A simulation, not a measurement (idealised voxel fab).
The process module that follows is named voxel trench capacitor.
The cross-section on display is named cut; it measures 175 nm wide, and its cells are 5 nm squares.
The cross-sections in this document take the form of a grid made of square cells. They are written out as bands, in order from top to bottom. Each band consists of one or more rows of cells. Heads up on the band format: heights come first, top then bottom, in nm. After that it's the materials left to right, each with its width in nm. A single material flagged "full width" fills the whole band edge to edge, and "blank" means there's empty space there. Zero point of the height axis is 0; under it, received wafer = one material. Lowest band: continues down indefinitely, "z 0 and below". A two-number width, for instance "30..40", indicates that the width is equal to the first number in the top row of the band and to the second number in the bottom row, and that it changes by a constant amount per row of cells. When a step is marked "no modification", none of the cells in the cross-section changed during that step. Voids, sealed: empty space of 8 cells or more with no open way to the top, each as width x height at its distance from the left edge, in nm. Note: text after step settings on the step line = simulator remark on that step. On any step carrying a mask, the "overlay nm" setting, if present on the step's line, tells how far right of its planned place the mask lay; negative values point to the left.
### Planned step list for the process
| 1 | RECEIVE,material Si |
| 2 | CONFORMAL_DEP,material SiN,thk nm 5 |
| 3 | DIRECTIONAL_DEP,material aC,thk nm 15 |
| 4 | PATTERN,tone open,mask id TRENCH,material resist,width nm 30,pitch nm 60,thk nm 35,overlay nm 0 |
| 5 | DIRECTIONAL_ETCH,etch materials aC,depth nm 15 |
| 6 | STRIP,etch materials resist |
| 7 | DIRECTIONAL_ETCH,etch materials SiN,depth nm 5 |
| 8 | DIRECTIONAL_ETCH,etch materials Si,depth nm 40 |
| 9 | STRIP,etch materials aC |
| 10 | CONFORMAL_DEP,material HfO2,thk nm 5 |
| 11 | CONFORMAL_DEP,material TiN,thk nm 5 |
| 12 | FILL_DEP,material W,thk nm 5 |
| 13 | CMP,height nm 5 |
### As-received state of the wafer in cross-section, equivalent to post-step 1
* z 0 and below  Si full width
* Voids, sealed: none
### Wafer cross-section at module end: first of two, run to plan
* z 5 to 0  40 nm SiN, then 5 nm HfO2, then 5 nm TiN, then 10 nm W, then 5 nm TiN, then 5 nm HfO2, then 30 nm SiN, then 5 nm HfO2, then 5 nm TiN, then 10 nm W, then 5 nm TiN, then 5 nm HfO2, then 45 nm SiN
* z 0 to -30  40 nm Si, then 5 nm HfO2, then 5 nm TiN, then 10 nm W, then 5 nm TiN, then 5 nm HfO2, then 30 nm Si, then 5 nm HfO2, then 5 nm TiN, then 10 nm W, then 5 nm TiN, then 5 nm HfO2, then 45 nm Si
* z -30 to -35  40 nm Si, then 5 nm HfO2, then 20 nm TiN, then 5 nm HfO2, then 30 nm Si, then 5 nm HfO2, then 20 nm TiN, then 5 nm HfO2, then 45 nm Si
* z -35 to -40  40 nm Si, then 30 nm HfO2, then 30 nm Si, then 30 nm HfO2, then 45 nm Si
* z -40 and below  Si full width
* Voids, sealed: none
### End-of-module cross-section of the second wafer: identical starting point and process plan to the first, with one processing mistake
* z 5 to 0  45 nm SiN, then 5 nm HfO2, then 10 nm TiN, then 5 nm HfO2, then 40 nm SiN, then 5 nm HfO2, then 10 nm TiN, then 5 nm HfO2, then 50 nm SiN
* z 0 to -35  45 nm Si, then 5 nm HfO2, then 10 nm TiN, then 5 nm HfO2, then 40 nm Si, then 5 nm HfO2, then 10 nm TiN, then 5 nm HfO2, then 50 nm Si
* z -35 to -40  45 nm Si, then 20 nm HfO2, then 40 nm Si, then 20 nm HfO2, then 50 nm Si
* z -40 and below  Si full width
* Voids, sealed: none
Want to know what went wrong? step 4 was run on a setting that differed from the plan, and what really ran there is PATTERN,tone open,mask id TRENCH,material resist,width nm 20,pitch nm 60,thk nm 35,overlay nm 0
Cell-count delta at end, second wafer over first, by material: HfO2 -4; Si +32; SiN +4; TiN -4; W -28
